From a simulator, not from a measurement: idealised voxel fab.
process module | voxel self aligned contacts
cross-section cut | 300 nm wide | cells 5 nm
A cross-section is a grid of square cells, given in bands from the top down. A band is one or more rows of cells.
Each band's line starts with the height of the band's top and of its bottom, in nm. Then come its materials from left to right, each with its width in nm. One material with "throughout" fills the band from edge to edge. "air" is empty space.
Height 0 is the level under which the wafer as received is all one material. The lowest band goes on downwards, as in "0 down".
A width such as "30 to 40" changes by the same amount from each row of cells to the next, from the band's top row to its bottom row.
"no change" after a step means that no cell of the cross-section changed.
closed voids: empty space of 8 cells or more with no open way to the top, each as width x height at its distance from the left edge, in nm
after a step's settings: what the simulator itself notes on the step
overlay nm, on a step with a mask: how far to the right of its planned place the mask lay; to the left if negative
plan
1 op RECEIVE | material Si
2 op OXIDIZE | depth nm 5
3 op DIRECTIONAL_DEP | material polySi | thk nm 30
4 op DIRECTIONAL_DEP | material SiN | thk nm 15
5 op MASKED_ETCH | tone cover | mask id GATE | width nm 35 | pitch nm 65 | etch materials SiN | depth nm 15 | overlay nm 0
6 op MASKED_ETCH | tone cover | mask id GATE | width nm 35 | pitch nm 65 | etch materials polySi | depth nm 30 | overlay nm 0
7 op CONFORMAL_DEP | material SiN | thk nm 5
8 op DIRECTIONAL_ETCH | etch materials SiN | depth nm 5
9 op FILL_DEP | material SiO2 | thk nm 10
10 op CMP | height nm 50
11 op DIRECTIONAL_DEP | material aC | thk nm 10
12 op PATTERN | tone open | mask id CONTACT | material resist | width nm 40 | thk nm 25 | overlay nm 0
13 op DIRECTIONAL_ETCH | etch materials aC | depth nm 10
14 op STRIP | etch materials resist
15 op DIRECTIONAL_ETCH | etch materials SiO2 | depth nm 55
16 op STRIP | etch materials aC
17 op CONFORMAL_DEP | material TiN | thk nm 5
18 op FILL_DEP | material W | thk nm 10
19 op CMP | height nm 50
20 op CONFORMAL_DEP | material SiN | thk nm 5
first wafer, as planned
as received, after step 1
  0 down: Si throughout
  closed voids: none
after step 2
  0 to -5: SiO2 throughout
  below -5: unchanged
after step 3
  30 to 0: polySi throughout
  below 0: unchanged
after step 4
  45 to 30: SiN throughout
  below 30: unchanged
after step 5
  45 to 30: air 100 | SiN 35 | air 30 | SiN 35 | air 100
  below 30: unchanged
after step 6
  45 to 30: air 100 | SiN 35 | air 30 | SiN 35 | air 100
  30 to 0: air 100 | polySi 35 | air 30 | polySi 35 | air 100
  below 0: unchanged
after step 7
  50 to 30: air 95 | SiN 45 | air 20 | SiN 45 | air 95
  30 to 5: air 95 | SiN 5 | polySi 35 | SiN 5 | air 20 | SiN 5 | polySi 35 | SiN 5 | air 95
  5 to 0: SiN 100 | polySi 35 | SiN 30 | polySi 35 | SiN 100
  below 0: unchanged
after step 8
  45 to 30: air 95 | SiN 45 | air 20 | SiN 45 | air 95
  30 to 0: air 95 | SiN 5 | polySi 35 | SiN 5 | air 20 | SiN 5 | polySi 35 | SiN 5 | air 95
  below 0: unchanged
after step 9
  55 to 45: SiO2 throughout
  45 to 30: SiO2 95 | SiN 45 | SiO2 20 | SiN 45 | SiO2 95
  30 to 0: SiO2 95 | SiN 5 | polySi 35 | SiN 5 | SiO2 20 | SiN 5 | polySi 35 | SiN 5 | SiO2 95
  below 0: unchanged
after step 10
  50 to 45: SiO2 throughout
  below 45: unchanged
after step 11
  60 to 50: aC throughout
  below 50: unchanged
after step 12
  85 to 60: resist 130 | air 40 | resist 130
  below 60: unchanged
after step 13
  75 to 60: resist 130 | air 40 | resist 130
  60 to 50: aC 130 | air 40 | aC 130
  below 50: unchanged
after step 14
  60 to 50: aC 130 | air 40 | aC 130
  below 50: unchanged
after step 15
  60 to 50: aC 130 | air 40 | aC 130
  50 to 45: SiO2 130 | air 40 | SiO2 130
  45 to 30: SiO2 95 | SiN 45 | air 20 | SiN 45 | SiO2 95
  30 to 0: SiO2 95 | SiN 5 | polySi 35 | SiN 5 | air 20 | SiN 5 | polySi 35 | SiN 5 | SiO2 95
  0 to -5: SiO2 140 | air 20 | SiO2 140
  below -5: unchanged
after step 16
  50 to 45: SiO2 130 | air 40 | SiO2 130
  below 45: unchanged
after step 17
  55 to 50: TiN 135 | air 30 | TiN 135
  50 to 45: SiO2 130 | TiN 15 | air 10 | TiN 15 | SiO2 130
  45 to 30: SiO2 95 | SiN 45 | TiN 5 | air 10 | TiN 5 | SiN 45 | SiO2 95
  30 to 0: SiO2 95 | SiN 5 | polySi 35 | SiN 5 | TiN 5 | air 10 | TiN 5 | SiN 5 | polySi 35 | SiN 5 | SiO2 95
  0 to -5: SiO2 140 | TiN 20 | SiO2 140
  below -5: unchanged
after step 18
  65 to 55: W throughout
  55 to 50: TiN 135 | W 30 | TiN 135
  50 to 45: SiO2 130 | TiN 15 | W 10 | TiN 15 | SiO2 130
  45 to 30: SiO2 95 | SiN 45 | TiN 5 | W 10 | TiN 5 | SiN 45 | SiO2 95
  30 to 0: SiO2 95 | SiN 5 | polySi 35 | SiN 5 | TiN 5 | W 10 | TiN 5 | SiN 5 | polySi 35 | SiN 5 | SiO2 95
  below 0: unchanged
after step 19
  50 to 45: SiO2 130 | TiN 15 | W 10 | TiN 15 | SiO2 130
  below 45: unchanged
after step 20
  55 to 50: SiN throughout
  below 50: unchanged
second wafer: like start, like plan, one mistake. Through step 2 it matches the first wafer
when step 3 should have ended
  40 to 0: polySi throughout
  below 0: unchanged
when step 4 should have ended
  55 to 40: SiN throughout
  below 40: unchanged
when step 5 should have ended
  55 to 40: air 100 | SiN 35 | air 30 | SiN 35 | air 100
  below 40: unchanged
when step 6 should have ended
  55 to 40: air 100 | SiN 35 | air 30 | SiN 35 | air 100
  40 to 10: air 100 | polySi 35 | air 30 | polySi 35 | air 100
  below 10: unchanged
when step 7 should have ended
  60 to 40: air 95 | SiN 45 | air 20 | SiN 45 | air 95
  40 to 15: air 95 | SiN 5 | polySi 35 | SiN 5 | air 20 | SiN 5 | polySi 35 | SiN 5 | air 95
  15 to 10: SiN 100 | polySi 35 | SiN 30 | polySi 35 | SiN 100
  below 10: unchanged
when step 8 should have ended
  55 to 40: air 95 | SiN 45 | air 20 | SiN 45 | air 95
  40 to 10: air 95 | SiN 5 | polySi 35 | SiN 5 | air 20 | SiN 5 | polySi 35 | SiN 5 | air 95
  below 10: unchanged
when step 9 should have ended
  65 to 55: SiO2 throughout
  55 to 40: SiO2 95 | SiN 45 | SiO2 20 | SiN 45 | SiO2 95
  40 to 10: SiO2 95 | SiN 5 | polySi 35 | SiN 5 | SiO2 20 | SiN 5 | polySi 35 | SiN 5 | SiO2 95
  below 10: unchanged
when step 10 should have ended
  50 to 40: SiO2 95 | SiN 45 | SiO2 20 | SiN 45 | SiO2 95
  below 40: unchanged
when step 11 should have ended
  60 to 50: aC throughout
  below 50: unchanged
when step 12 should have ended
  85 to 60: resist 130 | air 40 | resist 130
  below 60: unchanged
when step 13 should have ended
  75 to 60: resist 130 | air 40 | resist 130
  60 to 50: aC 130 | air 40 | aC 130
  below 50: unchanged
when step 14 should have ended
  60 to 50: aC 130 | air 40 | aC 130
  below 50: unchanged
when step 15 should have ended
  60 to 50: aC 130 | air 40 | aC 130
  50 to 40: SiO2 95 | SiN 45 | air 20 | SiN 45 | SiO2 95
  40 to 10: SiO2 95 | SiN 5 | polySi 35 | SiN 5 | air 20 | SiN 5 | polySi 35 | SiN 5 | SiO2 95
  below 10: unchanged
when step 16 should have ended
  50 to 40: SiO2 95 | SiN 45 | air 20 | SiN 45 | SiO2 95
  below 40: unchanged
when step 17 should have ended
  55 to 50: TiN 145 | air 10 | TiN 145
  50 to 40: SiO2 95 | SiN 45 | TiN 5 | air 10 | TiN 5 | SiN 45 | SiO2 95
  40 to 15: SiO2 95 | SiN 5 | polySi 35 | SiN 5 | TiN 5 | air 10 | TiN 5 | SiN 5 | polySi 35 | SiN 5 | SiO2 95
  15 to 10: SiO2 95 | SiN 5 | polySi 35 | SiN 5 | TiN 20 | SiN 5 | polySi 35 | SiN 5 | SiO2 95
  below 10: unchanged
when step 18 should have ended
  65 to 55: W throughout
  55 to 50: TiN 145 | W 10 | TiN 145
  50 to 40: SiO2 95 | SiN 45 | TiN 5 | W 10 | TiN 5 | SiN 45 | SiO2 95
  40 to 15: SiO2 95 | SiN 5 | polySi 35 | SiN 5 | TiN 5 | W 10 | TiN 5 | SiN 5 | polySi 35 | SiN 5 | SiO2 95
  below 15: unchanged
when step 19 should have ended
  50 to 40: SiO2 95 | SiN 45 | TiN 5 | W 10 | TiN 5 | SiN 45 | SiO2 95
  below 40: unchanged
when step 20 should have ended
  55 to 50: SiN throughout
  below 50: unchanged
what went wrong: step 3 ran as: op DIRECTIONAL_DEP | material polySi | thk nm 40
at the end the second wafer has, in cells: 18 fewer of SiN | 86 fewer of SiO2 | 10 fewer of TiN | 6 fewer of W | 120 more of polySi
